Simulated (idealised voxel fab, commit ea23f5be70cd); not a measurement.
The document below concerns the process module designated voxel wiring stack.
Section cut is 260 nm wide and gridded with 5 nm square cells.
We lay out every cross-section as a grid of square cells and spell it out in bands from the top down, where one band means one or more rows of cells. Top, bottom (nm), then materials left to right with widths (nm); lone material tagged "everywhere" fills the whole band edge to edge; "blank" = empty space. For the purposes of this specification, 0 denotes the height below which the wafer in its as-received condition is composed wholly of one material, and the lowermost band, lacking a lower limit, extends downward without end, as expressed in "z 0 and below". Top row gets the first number, bottom row gets the second, and each row in between changes by the same step: that is how a band width like "30->40" works. "stayed the same" means the step left every cell of the cross-section as it was. Empty spaces without an open route to the top, at least 8 cells in extent, make up the entry "Sealed internal cavities"; each is given as width x height at distance, where the distance is measured from the left edge, and all are in nm. Note: text after step settings on the step line = simulator remark on that step. Regarding "overlay nm": on a step with a mask, it is the distance the mask lay to the right of its planned place; a negative value places it to the left.
## Planned step list for the process
| 1 | RECEIVE (material Si) |
| 2 | CONFORMAL_DEP (material SiO2; thk nm 10) |
| 3 | CONFORMAL_DEP (material SiN; thk nm 5) |
| 4 | DIRECTIONAL_DEP (material lowk; thk nm 20) |
| 5 | PATTERN (tone open; mask id METAL_1; material resist; width nm 20; pitch nm 40; thk nm 15; overlay nm 0) |
| 6 | DIRECTIONAL_ETCH (etch materials lowk; depth nm 20) |
| 7 | DIRECTIONAL_ETCH (etch materials SiN; depth nm 5) |
| 8 | STRIP (etch materials resist) |
| 9 | CONFORMAL_DEP (material TiN; thk nm 5) |
| 10 | FILL_DEP (material Cu; thk nm 10) |
| 11 | CMP (height nm 35) |
| 12 | EPI (material Ru; thk nm 5) |
| 13 | FILL_DEP (material SiCN; thk nm 5) |
| 14 | DIRECTIONAL_DEP (material SiO2; thk nm 15) |
| 15 | MASKED_ETCH (tone open; mask id PLUG_1; width nm 15; pitch nm 40; etch materials SiO2; depth nm 15; overlay nm 0) |
| 16 | MASKED_ETCH (tone open; mask id PLUG_1; width nm 15; pitch nm 40; etch materials SiCN; depth nm 5; overlay nm 0) |
| 17 | EPI (material Ru; thk nm 10) |
| 18 | EPI (material Ru; thk nm 10) |
| 19 | CONFORMAL_DEP (material SiN; thk nm 5) |
| 20 | DIRECTIONAL_DEP (material SiO2; thk nm 25) |
| 21 | PATTERN (tone open; mask id METAL_2; material resist; width nm 20; pitch nm 40; thk nm 15; overlay nm 0) |
| 22 | DIRECTIONAL_ETCH (etch materials SiO2; depth nm 25) |
| 23 | DIRECTIONAL_ETCH (etch materials SiN; depth nm 5) |
| 24 | STRIP (etch materials resist) |
| 25 | CONFORMAL_DEP (material TiN; thk nm 5) |
| 26 | FILL_DEP (material W; thk nm 5) |
| 27 | CMP (height nm 90) |
| 28 | EPI (material Ru; thk nm 5) |
| 29 | FILL_DEP (material SiCN; thk nm 5) |
| 30 | DIRECTIONAL_DEP (material lowk; thk nm 35) |
| 31 | MASKED_ETCH (tone open; mask id METAL_3; width nm 20; pitch nm 40; etch materials lowk; depth nm 20; overlay nm 0) |
| 32 | DIRECTIONAL_DEP (material aC; thk nm 15) |
| 33 | PATTERN (tone open; mask id METAL_3_HOLES; material resist; width nm 15; pitch nm 80; thk nm 35; overlay nm 0) |
| 34 | DIRECTIONAL_ETCH (etch materials aC; depth nm 15) |
| 35 | STRIP (etch materials resist) |
| 36 | DIRECTIONAL_ETCH (etch materials lowk; depth nm 15) |
| 37 | DIRECTIONAL_ETCH (etch materials SiCN; depth nm 5) |
| 38 | STRIP (etch materials aC) |
| 39 | CONFORMAL_DEP (material TiN; thk nm 5) |
| 40 | FILL_DEP (material Ru; thk nm 10) |
| 41 | CMP (height nm 135) |
| 42 | CONFORMAL_DEP (material SiCN; thk nm 5) |
## Here's what the wafer looked like in cross-section when it arrived - that's after step 1
  z 0 and below | Si everywhere
  Sealed internal cavities: none
## The cross-section shown corresponds to the wafer at the conclusion of the module. The initial structure and the process plan are those presented above; however, one mistake occurred in executing the plan
  z 140 to 135 | SiCN everywhere
  z 135 to 105 | 60 of lowk; 5 of TiN; 10 of Ru; 5 of TiN; 20 of lowk; 5 of TiN; 10 of Ru; 5 of TiN; 20 of lowk; 5 of TiN; 10 of Ru; 5 of TiN; 20 of lowk; 5 of TiN; 10 of Ru; 5 of TiN; 60 of lowk
  z 105 to 100 | 60 of lowk; 5 of TiN; 5 of Ru; 10 of TiN; 20 of lowk; 20 of TiN; 20 of lowk; 5 of TiN; 5 of Ru; 10 of TiN; 20 of lowk; 20 of TiN; 60 of lowk
  z 100 to 95 | 60 of SiCN; 15 of TiN; 65 of SiCN; 15 of TiN; 105 of SiCN
  z 95 to 90 | 55 of SiCN; 30 of Ru; 10 of SiCN; 30 of Ru; 10 of SiCN; 30 of Ru; 10 of SiCN; 30 of Ru; 55 of SiCN
  z 90 to 65 | 60 of SiO2; 5 of TiN; 10 of W; 5 of TiN; 20 of SiO2; 5 of TiN; 10 of W; 5 of TiN; 20 of SiO2; 5 of TiN; 10 of W; 5 of TiN; 20 of SiO2; 5 of TiN; 10 of W; 5 of TiN; 60 of SiO2
  z 65 to 60 | 60 of SiN; 20 of TiN; 20 of SiN; 20 of TiN; 20 of SiN; 20 of TiN; 20 of SiN; 20 of TiN; 60 of SiN
  z 60 to 45 | 60 of SiO2; 15 of Ru; 25 of SiO2; 15 of Ru; 25 of SiO2; 15 of Ru; 25 of SiO2; 15 of Ru; 65 of SiO2
  z 45 to 35 | 60->55 of SiCN; 15->30 of Ru; 25->10 of SiCN; 15->30 of Ru; 25->10 of SiCN; 15->30 of Ru; 25->10 of SiCN; 15->30 of Ru; 65->55 of SiCN
  z 35 to 15 | 60 of lowk; 5 of TiN; 10 of Cu; 5 of TiN; 20 of lowk; 5 of TiN; 10 of Cu; 5 of TiN; 20 of lowk; 5 of TiN; 10 of Cu; 5 of TiN; 20 of lowk; 5 of TiN; 10 of Cu; 5 of TiN; 60 of lowk
  z 15 to 10 | 60 of SiN; 20 of TiN; 20 of SiN; 20 of TiN; 20 of SiN; 20 of TiN; 20 of SiN; 20 of TiN; 60 of SiN
  z 10 to 0 | SiO2 everywhere
  z 0 and below | Si everywhere
  Sealed internal cavities: none
Error vs. plan: plan step 31 was twice executed
